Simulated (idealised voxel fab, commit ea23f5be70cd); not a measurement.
You're looking at the process module voxel self aligned contacts.
Section cut is 155 nm wide and gridded with 5 nm square cells.
Cross-sections here: square-cell grids, written as top-down lists of bands, a band being one or more rows of cells. Basically the band line says how high the top is and how high the bottom is, in nm, and then what's in it from left to right, every material with its width in nm. Empty space shows up as "blank", and if a single material carries "everywhere" it runs the full band edge to edge. Where do heights start? At 0: under that level the wafer as delivered is made of one material only. And the lowest band has no floor; it just carries on downward, as in "0 and below". With a width like "30..40", each row of cells in the band differs from the next by the same amount, the top row carrying the first number and the bottom row the second. "nothing altered" after a step means that no cell of the cross-section changed. The entry titled "Closed internal voids" provides the empty spaces that have no open way to the top, restricted to those of 8 cells or more. Each is presented as width x height at distance, the distance being measured from the left edge, with all three in nm. after a step's settings: what the simulator itself notes on the step. A step's line can hold "overlay nm"; with a mask on that step, the setting says how far right of the planned place the mask lay, while a negative setting says it lay to the left.

[Listed below are the process steps as planned]
1) RECEIVE: material Si
2) CONFORMAL_DEP: material SiO2, thk nm 5
3) DIRECTIONAL_DEP: material polySi, thk nm 20
4) DIRECTIONAL_DEP: material SiN, thk nm 15
5) PATTERN: tone cover, mask id GATE, material resist, width nm 20, pitch nm 55, thk nm 20, overlay nm 0
6) DIRECTIONAL_ETCH: etch materials SiN, depth nm 15
7) DIRECTIONAL_ETCH: etch materials polySi, depth nm 20
8) STRIP: etch materials resist
9) CONFORMAL_DEP: material SiN, thk nm 5
10) DIRECTIONAL_ETCH: etch materials SiN, depth nm 5
11) FILL_DEP: material SiO2, thk nm 10
12) CMP: height nm 45
13) DIRECTIONAL_DEP: material aC, thk nm 10
14) PATTERN: tone open, mask id CONTACT, material resist, width nm 35, thk nm 30, overlay nm 0
15) DIRECTIONAL_ETCH: etch materials aC, depth nm 10
16) STRIP: etch materials resist
17) DIRECTIONAL_ETCH: etch materials SiO2, depth nm 45
18) STRIP: etch materials aC
19) CONFORMAL_DEP: material TiN, thk nm 5
20) FILL_DEP: material W, thk nm 10
21) CMP: height nm 45
22) CONFORMAL_DEP: material SiCN, thk nm 5
Same starting wafers, different width nm at step 5. Plan value belongs to the first wafer.

[Sectional view: first of several wafers, as received, after step 1]
0 and below | Si everywhere
Closed internal voids: none

[Per-wafer rows below. For each material: cells gained (+) or lost (-) since the wafer was received, as of end of module. Then: closed voids]
width nm 20, +31 SiCN, +52 SiN, +148 SiO2, +23 TiN, +24 W, +32 polySi, Closed internal voids: none
width nm 25, +31 SiCN, +58 SiN, +142 SiO2, +23 TiN, +16 W, +40 polySi, Closed internal voids: none
width nm 30, +31 SiCN, +64 SiN, +136 SiO2, +23 TiN, +8 W, +48 polySi, Closed internal voids: none
width nm 35, +31 SiCN, +70 SiN, +130 SiO2, +23 TiN, +56 polySi, Closed internal voids: none
width nm 40, +31 SiCN, +76 SiN, +124 SiO2, +15 TiN, +64 polySi, Closed internal voids: none
